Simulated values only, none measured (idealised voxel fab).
Process module, titled voxel wiring stack
Xsec cut, 160 nm wide, square cell size 5 nm.
Throughout this document, each cross-section is represented as a grid of square cells and is presented as a sequence of bands enumerated from the top downward, where a band comprises one or more rows of cells. For a band, the entry starts with two heights in nm, that of the top and then that of the bottom, and carries on with the band's materials in order from left to right, each alongside its width in nm; the word "throughout" beside a single material means it fills the band edge to edge, and "blank" means empty space. Height 0 is the level under which the wafer as received is all one material. The lowest band goes on downwards, as in "z 0 and below". Width: "30 to 40" (first number = top row, second number = bottom row, same change from row to row of cells). Any step labelled "nothing different" changed none of the cells in the cross-section. This entry, "Enclosed void list", enumerates those empty regions of no fewer than 8 cells that possess no open connection to the top. Each region is reported in the form width x height at distance, the distance being taken from the left edge, with all three quantities expressed in nm. Anything after a step's settings on that line? It's the simulator's own note about the step. "overlay nm", when on a step's line for a step with a mask, measures how far to the right of its planned place the mask lay; a negative measure means to the left.

**The process steps that were planned are listed below**
1 RECEIVE | material Si
2 CONFORMAL_DEP | material SiO2 | thk nm 15
3 CONFORMAL_DEP | material SiN | thk nm 5
4 DIRECTIONAL_DEP | material SiO2 | thk nm 15
5 PATTERN | tone open | mask id METAL_1 | material resist | width nm 30 | pitch nm 45 | thk nm 15 | overlay nm 0
6 DIRECTIONAL_ETCH | etch materials SiO2 | depth nm 15
7 DIRECTIONAL_ETCH | etch materials SiN | depth nm 5
8 STRIP | etch materials resist
9 CONFORMAL_DEP | material TiN | thk nm 5
10 FILL_DEP | material W | thk nm 10
11 CMP | height nm 35
12 CONFORMAL_DEP | material SiCN | thk nm 5
13 DIRECTIONAL_DEP | material SiO2 | thk nm 20
14 PATTERN | tone open | mask id PLUG_1 | material resist | width nm 15 | thk nm 15 | overlay nm 0
15 DIRECTIONAL_ETCH | etch materials SiO2 | depth nm 20
16 DIRECTIONAL_ETCH | etch materials SiCN | depth nm 5
17 STRIP | etch materials resist
18 EPI | material Ru | thk nm 10
19 EPI | material Ru | thk nm 10
20 EPI | material Ru | thk nm 5
21 CONFORMAL_DEP | material SiCN | thk nm 5
22 DIRECTIONAL_DEP | material SiO2 | thk nm 15
23 PATTERN | tone open | mask id METAL_2 | material resist | width nm 30 | pitch nm 45 | thk nm 20 | overlay nm 0
24 DIRECTIONAL_ETCH | etch materials SiO2 | depth nm 15
25 DIRECTIONAL_ETCH | etch materials SiCN | depth nm 5
26 STRIP | etch materials resist
27 CONFORMAL_DEP | material TiN | thk nm 5
28 FILL_DEP | material Ru | thk nm 5
29 CMP | height nm 80
30 CONFORMAL_DEP | material SiCN | thk nm 5
31 DIRECTIONAL_DEP | material lowk | thk nm 15
32 PATTERN | tone open | mask id PLUG_2 | material resist | width nm 15 | thk nm 15 | overlay nm 0
33 DIRECTIONAL_ETCH | etch materials lowk | depth nm 15
34 DIRECTIONAL_ETCH | etch materials SiCN | depth nm 5
35 STRIP | etch materials resist
36 CONFORMAL_DEP | material TiN | thk nm 5
37 FILL_DEP | material Ru | thk nm 10
38 CMP | height nm 100
39 CONFORMAL_DEP | material SiN | thk nm 5
40 DIRECTIONAL_DEP | material lowk | thk nm 25
41 PATTERN | tone open | mask id METAL_3 | material resist | width nm 30 | pitch nm 45 | thk nm 15 | overlay nm 0
42 DIRECTIONAL_ETCH | etch materials lowk | depth nm 25
43 DIRECTIONAL_ETCH | etch materials SiN | depth nm 5
44 STRIP | etch materials resist
45 CONFORMAL_DEP | material TiN | thk nm 5
46 FILL_DEP | material W | thk nm 10
47 CMP | height nm 130
48 CONFORMAL_DEP | material SiCN | thk nm 5

**As-received wafer cross-section (after step 1)**
> z 0 and below = Si throughout
> Enclosed void list: none

**Cross-section, end of module. Start: as above. Plan: as above. Execution: one mistake**
> z 135 to 130 = SiCN throughout
> z 130 to 105 = W: 35  TiN: 5  lowk: 30  TiN: 5  W: 5  TiN: 5  lowk: 30  TiN: 5  W: 40
> z 105 to 100 = TiN: 40  SiN: 30  TiN: 15  SiN: 30  TiN: 45
> z 100 to 85 = lowk: 40  TiN: 5  Ru: 5  TiN: 5  lowk: 105
> z 85 to 80 = SiCN: 40  TiN: 15  SiCN: 105
> z 80 to 65 = SiO2: 40  TiN: 5  Ru: 20  TiN: 5  SiO2: 15  TiN: 5  Ru: 20  TiN: 5  SiO2: 45
> z 65 to 60 = SiCN: 40  TiN: 30  SiCN: 15  TiN: 30  SiCN: 45
> z 60 to 40 = SiO2: 40  Ru: 15  SiO2: 105
> z 40 to 35 = SiCN: 40  Ru: 15  SiCN: 105
> z 35 to 20 = SiO2: 40  TiN: 5  W: 20  TiN: 5  SiO2: 15  TiN: 5  W: 20  TiN: 5  SiO2: 45
> z 20 to 15 = SiN: 40  TiN: 30  SiN: 15  TiN: 30  SiN: 45
> z 15 to 0 = SiO2 throughout
> z 0 and below = Si throughout
> Enclosed void list: none
Want to know what went wrong? it should be noted that step 41 was executed with settings other than those planned, the operation and settings actually applied being PATTERN | tone cover | mask id METAL_3 | material resist | width nm 30 | pitch nm 45 | thk nm 15 | overlay nm 0
